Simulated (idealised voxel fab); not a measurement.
Title: Process Module voxel released beams
This is section cut - it's 185 nm across, gridded in 5 nm square cells.
We lay out every cross-section as a grid of square cells and spell it out in bands from the top down, where one band means one or more rows of cells.
Band: top and bottom heights (nm) first, top before bottom; then materials from left to right, widths in nm. "edge to edge" marks a sole material filling the band edge to edge. "empty" denotes empty space.
Height 0 is the level under which the wafer as received is all one material. The lowest band goes on downwards, as in "z 0 and below".
Top row gets the first number, bottom row gets the second, and each row in between changes by the same step: that is how a band width like "30..40" works.
You'll sometimes find "nothing was modified" written for a step, and that's the way of saying that nowhere in the cross-section did a cell change during that step.
"Voids, enclosed" means: voids of 8 cells or more that are shut off from the top with no open way through. Written width x height at distance, distance from the left edge, in nm.
Step line, after settings: the simulator's comment on this step.
You can add "overlay nm" to a step's line. For a step with a mask, it describes how far the mask lay to the right of its planned position, and a negative number describes a lay to the left.

Process steps foreseen in the plan:
1) RECEIVE with material Si
2) CONFORMAL_DEP with material Al2O3, thk nm 10
3) DIRECTIONAL_DEP with material SiO2, thk nm 20
4) DIRECTIONAL_DEP with material aC, thk nm 10
5) PATTERN with tone open, mask id ANCHOR, material resist, width nm 45, thk nm 30, overlay nm 0
6) DIRECTIONAL_ETCH with etch materials aC, depth nm 10
7) STRIP with etch materials resist
8) DIRECTIONAL_ETCH with etch materials SiO2, depth nm 20
9) STRIP with etch materials aC
10) CONFORMAL_DEP with material polySi, thk nm 15
11) MASKED_ETCH with tone cover, mask id BEAM, width nm 110, etch materials polySi, depth nm 15, overlay nm 0
12) STRIP with etch materials SiO2

as received, after step 1:
    z 0 and below: Si edge to edge
    Voids, enclosed: none

Here's the wafer cut in cross-section after the module, started and planned just like above, except one thing was done wrong in the run:
    z 45 to 40: 35 of empty | 20 of polySi | 15 of empty | 75 of polySi | 40 of empty
    z 40 to 30: 55 of polySi | 15 of empty | 115 of polySi
    z 30 to 25: 40 of SiO2 | 15 of polySi | 15 of empty | 15 of polySi | 100 of SiO2
    z 25 to 10: 40 of SiO2 | 45 of polySi | 100 of SiO2
    z 10 to 0: Al2O3 edge to edge
    z 0 and below: Si edge to edge
    Voids, enclosed: none
What was done differently from what was planned? step 11 off recipe, ran as MASKED_ETCH with tone cover, mask id BEAM, width nm 110, etch materials polySi, depth nm 5, overlay nm 0
